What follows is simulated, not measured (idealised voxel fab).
Module name: voxel spacer lines (process module)
Cross-section cut: width 245 nm, square cells of 5 nm.
Think of the cross-section as a grid of square cells. We describe it in bands, top to bottom, and each band covers one or more rows of those cells. Band: top height; bottom height; in nm. Then, left to right: material with width in nm, for each material. "full width": a single material spanning edge to edge. "blank": empty space. For the purposes of this specification, 0 denotes the height below which the wafer in its as-received condition is composed wholly of one material, and the lowermost band, lacking a lower limit, extends downward without end, as expressed in "from 0 down". Width: "30->40" (first number = top row, second number = bottom row, same change from row to row of cells). "same as before" after a step means that no cell of the cross-section changed. For the entry "Completely enclosed voids", the listed items are empty spaces with no open way to the top whose size is 8 cells or more; each item follows the pattern width x height at distance, where distance is from the left edge and all three are in nm. after a step's settings: what the simulator itself notes on the step. The "overlay nm" setting may appear on a step's line; for a step that uses a mask, it gives how far to the right of its planned position the mask lay, and a negative value indicates the left.

The following list gives the planned process steps:
step 1: RECEIVE (material Si)
step 2: CONFORMAL_DEP (material Al2O3; thk nm 5)
step 3: DIRECTIONAL_DEP (material W; thk nm 20)
step 4: DIRECTIONAL_DEP (material aC; thk nm 25)
step 5: PATTERN (tone cover; mask id MANDREL; material resist; width nm 25; pitch nm 70; thk nm 30; overlay nm 0)
step 6: DIRECTIONAL_ETCH (etch materials aC; depth nm 25)
step 7: STRIP (etch materials resist)
step 8: CONFORMAL_DEP (material SiO2; thk nm 10)
step 9: DIRECTIONAL_ETCH (etch materials SiO2; depth nm 10)
step 10: STRIP (etch materials aC)
step 11: DIRECTIONAL_ETCH (etch materials W; depth nm 20)
step 12: STRIP (etch materials SiO2)

First out of two wafers; run went to plan:

Shown in cross-section is the wafer as received, that is, as it stands after step 1:
    from 0 down = Si full width
    Completely enclosed voids: none

Cross-section of the wafer subsequent to step 2:
    from 5 to 0 = Al2O3 full width
    Under 0: no change, same as before.

Cross-section of the wafer subsequent to step 3:
    from 25 to 5 = W full width
    Under 5: no change, same as before.

Cross-section of the wafer subsequent to step 4:
    from 50 to 25 = aC full width
    Under 25: no change, same as before.

Cross-section of the wafer subsequent to step 5:
    from 80 to 50 = 75 blank / 25 resist / 45 blank / 25 resist / 75 blank
    Under 50: no change, same as before.

Cross-section of the wafer subsequent to step 6:
    from 55 to 50 = 75 blank / 25 resist / 45 blank / 25 resist / 75 blank
    from 50 to 25 = 75 blank / 25 aC / 45 blank / 25 aC / 75 blank
    Under 25: no change, same as before.

Cross-section of the wafer subsequent to step 7:
    from 50 to 25 = 75 blank / 25 aC / 45 blank / 25 aC / 75 blank
    Under 25: no change, same as before.

Cross-section of the wafer subsequent to step 8:
    from 60 to 50 = 65 blank / 45 SiO2 / 25 blank / 45 SiO2 / 65 blank
    from 50 to 35 = 65 blank / 10 SiO2 / 25 aC / 10 SiO2 / 25 blank / 10 SiO2 / 25 aC / 10 SiO2 / 65 blank
    from 35 to 25 = 75 SiO2 / 25 aC / 45 SiO2 / 25 aC / 75 SiO2
    Under 25: no change, same as before.

Cross-section of the wafer subsequent to step 9:
    from 50 to 25 = 65 blank / 10 SiO2 / 25 aC / 10 SiO2 / 25 blank / 10 SiO2 / 25 aC / 10 SiO2 / 65 blank
    Under 25: no change, same as before.

Cross-section of the wafer subsequent to step 10:
    from 50 to 25 = 65 blank / 10 SiO2 / 25 blank / 10 SiO2 / 25 blank / 10 SiO2 / 25 blank / 10 SiO2 / 65 blank
    Under 25: no change, same as before.

Cross-section of the wafer subsequent to step 11:
    from 50 to 25 = 65 blank / 10 SiO2 / 25 blank / 10 SiO2 / 25 blank / 10 SiO2 / 25 blank / 10 SiO2 / 65 blank
    from 25 to 5 = 65 blank / 10 W / 25 blank / 10 W / 25 blank / 10 W / 25 blank / 10 W / 65 blank
    Under 5: no change, same as before.

Cross-section of the wafer subsequent to step 12:
    from 25 to 5 = 65 blank / 10 W / 25 blank / 10 W / 25 blank / 10 W / 25 blank / 10 W / 65 blank
    Under 5: no change, same as before.

Second wafer, same starting conditions and recipe as the first, one mistake in executing it, nothing differs from the first up to and including step 4:

Cross-section: second wafer, time at which step 5 was scheduled to end:
    from 80 to 50 = 75 resist / 25 blank / 45 resist / 25 blank / 75 resist
    Under 50: no change, same as before.

Cross-section: second wafer, time at which step 6 was scheduled to end:
    from 55 to 50 = 75 resist / 25 blank / 45 resist / 25 blank / 75 resist
    from 50 to 25 = 75 aC / 25 blank / 45 aC / 25 blank / 75 aC
    Under 25: no change, same as before.

Cross-section: second wafer, time at which step 7 was scheduled to end:
    from 50 to 25 = 75 aC / 25 blank / 45 aC / 25 blank / 75 aC
    Under 25: no change, same as before.

Cross-section: second wafer, time at which step 8 was scheduled to end:
    from 60 to 50 = 85 SiO2 / 5 blank / 65 SiO2 / 5 blank / 85 SiO2
    from 50 to 35 = 75 aC / 10 SiO2 / 5 blank / 10 SiO2 / 45 aC / 10 SiO2 / 5 blank / 10 SiO2 / 75 aC
    from 35 to 25 = 75 aC / 25 SiO2 / 45 aC / 25 SiO2 / 75 aC
    Under 25: no change, same as before.

Cross-section: second wafer, time at which step 9 was scheduled to end:
    from 50 to 25 = 75 aC / 10 SiO2 / 5 blank / 10 SiO2 / 45 aC / 10 SiO2 / 5 blank / 10 SiO2 / 75 aC
    Under 25: no change, same as before.

Cross-section: second wafer, time at which step 10 was scheduled to end:
    from 50 to 25 = 75 blank / 10 SiO2 / 5 blank / 10 SiO2 / 45 blank / 10 SiO2 / 5 blank / 10 SiO2 / 75 blank
    Under 25: no change, same as before.

Cross-section: second wafer, time at which step 11 was scheduled to end:
    from 50 to 25 = 75 blank / 10 SiO2 / 5 blank / 10 SiO2 / 45 blank / 10 SiO2 / 5 blank / 10 SiO2 / 75 blank
    from 25 to 5 = 75 blank / 10 W / 5 blank / 10 W / 45 blank / 10 W / 5 blank / 10 W / 75 blank
    Under 5: no change, same as before.

Cross-section: second wafer, time at which step 12 was scheduled to end:
    from 25 to 5 = 75 blank / 10 W / 5 blank / 10 W / 45 blank / 10 W / 5 blank / 10 W / 75 blank
    Under 5: no change, same as before.
what went wrong: note that step 5 departed from the planned setting and was carried out as PATTERN (tone open; mask id MANDREL; material resist; width nm 25; pitch nm 70; thk nm 30; overlay nm 0)
By the end, you'd get the same cell count for each material on either wafer, but the second wafer puts them somewhere else.
